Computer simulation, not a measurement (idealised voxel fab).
Process module name: voxel local oxidation
160 nm wide, 5 nm square cells: that's cross-section cut.
Bands, listed from the top down, are how a cross-section gets written in this document; the cross-section itself is a grid of square cells, and a band is one or more rows of them. This entry defines a band. It first specifies the height of the band's top and the height of its bottom in nm, and then specifies the band's materials from left to right, stating each material with its width in nm. The word "everywhere" identifies a single material that fills the band from edge to edge, while the word "blank" identifies empty space. Note: height 0 marks the level under which the wafer is uniformly one material as received. Lowest band unbounded below, written "0 and below". Width spec "30 to 40" -> top row of cells at first value, bottom row at second value, equal per-row change in between. "everything unchanged" for a step: no cell of the cross-section changed in that step. Empty spaces counting at least 8 cells and having no open way to the top are listed in "Closed cavities". The notation width x height at distance is used for each, the distance being from the left edge and all three values in nm. Anything after a step's settings on that line? It's the simulator's own note about the step. overlay nm: right-of-plan distance of the mask on a masked step; negative values mean left-of-plan.

## Process steps - plan
1: RECEIVE: material Si
2: CONFORMAL_DEP: material SiO2, thk nm 5
3: CONFORMAL_DEP: material SiN, thk nm 15
4: DIRECTIONAL_DEP: material aC, thk nm 15
5: PATTERN: tone cover, mask id ACTIVE, material resist, width nm 100, thk nm 30, overlay nm -15
6: DIRECTIONAL_ETCH: etch materials aC, depth nm 15
7: STRIP: etch materials resist
8: DIRECTIONAL_ETCH: etch materials SiN, depth nm 15
9: STRIP: etch materials aC
10: SELECTIVE_ETCH: etch materials SiO2, depth nm 5
11: OXIDIZE: depth nm 10
12: STRIP: etch materials SiN
Quick note for whoever runs this: the wafers start identical, but the overlay nm at step 5 isn't the same across them. The plan just shows what the first wafer had.

## The as-received cross-section of the first of several wafers corresponds to the state after step 1
  0 and below | Si everywhere
  Closed cavities: none

## Gained (+) or lost (-) cells of each material since receipt, then closed voids: one row per wafer, at the end of the module
overlay nm -15, -36 Si, +54 SiO2, Closed cavities: none
overlay nm -10, -36 Si, +54 SiO2, Closed cavities: none
overlay nm -5, -36 Si, +54 SiO2, Closed cavities: none
overlay nm 0, -36 Si, +54 SiO2, Closed cavities: none
overlay nm 5, -36 Si, +54 SiO2, Closed cavities: none
overlay nm 10, -36 Si, +54 SiO2, Closed cavities: none
overlay nm 15, -36 Si, +54 SiO2, Closed cavities: none
